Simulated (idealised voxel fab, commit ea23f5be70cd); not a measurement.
Process module in this document: voxel double patterning
The figure presents cross-section cut, which has a width of 255 nm and is divided into square cells with an edge length of 5 nm.
The cross-sections in this document take the form of a grid made of square cells. They are written out as bands, in order from top to bottom. Each band consists of one or more rows of cells. Each band's line starts with the height of the band's top and of its bottom, in nm. Then come its materials from left to right, each with its width in nm. One material with "all across" fills the band from edge to edge. "blank" is empty space. The reference from which all heights are counted is 0, the level beneath which the as-received wafer is entirely one material; the lowest band, having no lower bound, proceeds downward and is written after the example "0 -> down". You'd read "30 to 40" like this: the band's top row of cells is as wide as the first number, its bottom row is as wide as the second, and going down, every row changes width by the same amount as the row before did. The designation "no modifications", where it is given for a processing step, indicates that no cell of the cross-section was altered in the course of that step. "Catalogued sealed voids": sealed empty spaces, 8 cells or more, no open way to top, listed width x height at distance, with distance from the left edge and width, height and distance in nm. Read whatever lies past the settings on a step's line as the simulator's own remark about the step. "overlay nm", when on a step's line for a step with a mask, measures how far to the right of its planned place the mask lay; a negative measure means to the left.
## The steps planned for the process are as follows
1. RECEIVE [material Si]
2. CONFORMAL_DEP [material SiO2] [thk nm 5]
3. DIRECTIONAL_DEP [material polySi] [thk nm 10]
4. DIRECTIONAL_DEP [material SiN] [thk nm 5]
5. PATTERN [tone open] [mask id FIRST] [material resist] [width nm 15] [pitch nm 50] [thk nm 20] [overlay nm 0]
6. DIRECTIONAL_ETCH [etch materials SiN] [depth nm 5]
7. STRIP [etch materials resist]
8. DIRECTIONAL_DEP [material aC] [thk nm 10]
9. PATTERN [tone open] [mask id SECOND] [material resist] [width nm 15] [pitch nm 50] [thk nm 30] [overlay nm 0]
10. DIRECTIONAL_ETCH [etch materials aC] [depth nm 10]
11. STRIP [etch materials resist]
12. DIRECTIONAL_ETCH [etch materials SiN] [depth nm 5]
13. STRIP [etch materials aC]
14. DIRECTIONAL_ETCH [etch materials polySi] [depth nm 10]
15. STRIP [etch materials SiN]
Heads up: all these wafers start the same, and what changes between them is the width nm in step 5. The value you see in the plan is just what the first wafer got.
## As received, i.e. after step 1: cross-section through the first of several wafers
- 0 -> down  Si all across
- Catalogued sealed voids: none
## The cross-section of the first of several wafers is given below for the end of the module, after its final step, step 15
- 15 -> 5  70 of polySi  15 of blank  10 of polySi  15 of blank  10 of polySi  15 of blank  10 of polySi  15 of blank  10 of polySi  15 of blank  70 of polySi
- 5 -> 0  SiO2 all across
- 0 -> down  Si all across
- Catalogued sealed voids: none
## Last wafer of the set, cross-sectioned at end of module
- 15 -> 5  65 of polySi  45 of blank  5 of polySi  45 of blank  5 of polySi  30 of blank  60 of polySi
- 5 -> 0  SiO2 all across
- 0 -> down  Si all across
- Catalogued sealed voids: none
## For your reference, the table is organized with a row per wafer; each row reflects the wafer at the end of the module, indicating for each material the cells gained (+) or lost (-) since receipt, and thereafter its closed voids
width nm 15 | +51 SiO2 | +72 polySi | Catalogued sealed voids: none
width nm 20 | +51 SiO2 | +66 polySi | Catalogued sealed voids: none
width nm 25 | +51 SiO2 | +60 polySi | Catalogued sealed voids: none
width nm 30 | +51 SiO2 | +54 polySi | Catalogued sealed voids: none
